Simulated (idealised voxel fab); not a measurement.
process module | voxel fin reveal
cross-section cut | 275 nm wide | cells 5 nm
A cross-section is a grid of square cells, given in bands from the top down. A band is one or more rows of cells.
Each band's line starts with the height of the band's top and of its bottom, in nm. Then come its materials from left to right, each with its width in nm. One material with "throughout" fills the band from edge to edge. "air" is empty space.
Height 0 is the level under which the wafer as received is all one material. The lowest band goes on downwards, as in "0 down".
A width such as "30 to 40" changes by the same amount from each row of cells to the next, from the band's top row to its bottom row.
"no change" after a step means that no cell of the cross-section changed.
closed voids: empty space of 8 cells or more with no open way to the top, each as width x height at its distance from the left edge, in nm
after a step's settings: what the simulator itself notes on the step
overlay nm, on a step with a mask: how far to the right of its planned place the mask lay; to the left if negative
plan
1 op RECEIVE | material Si
2 op CONFORMAL_DEP | material SiN | thk nm 5
3 op PATTERN | tone cover | mask id FINS | material resist | width nm 15 | pitch nm 35 | thk nm 20 | overlay nm 0
4 op DIRECTIONAL_ETCH | etch materials SiN | depth nm 5
5 op DIRECTIONAL_ETCH | etch materials Si | depth nm 30
6 op STRIP | etch materials resist
7 op FILL_DEP | material SiO2 | thk nm 5
8 op CMP | height nm 5
9 op SELECTIVE_ETCH | etch materials SiO2 | depth nm 5
10 op STRIP | etch materials SiN
varied across the wafers: depth nm of step 9. The plan shows the first wafer's value. All wafers start alike
first wafer as received, after step 1
  0 down: Si throughout
  closed voids: none
each wafer at the end: cells of each material gained (+) or lost (-) since it was received, then its closed voids
depth nm 5 | -276 Si | +276 SiO2 | closed voids: none
depth nm 10 | -276 Si | +230 SiO2 | closed voids: none
depth nm 15 | -276 Si | +184 SiO2 | closed voids: none
depth nm 20 | -276 Si | +138 SiO2 | closed voids: none
depth nm 25 | -276 Si | +92 SiO2 | closed voids: none
depth nm 30 | -276 Si | +46 SiO2 | closed voids: none
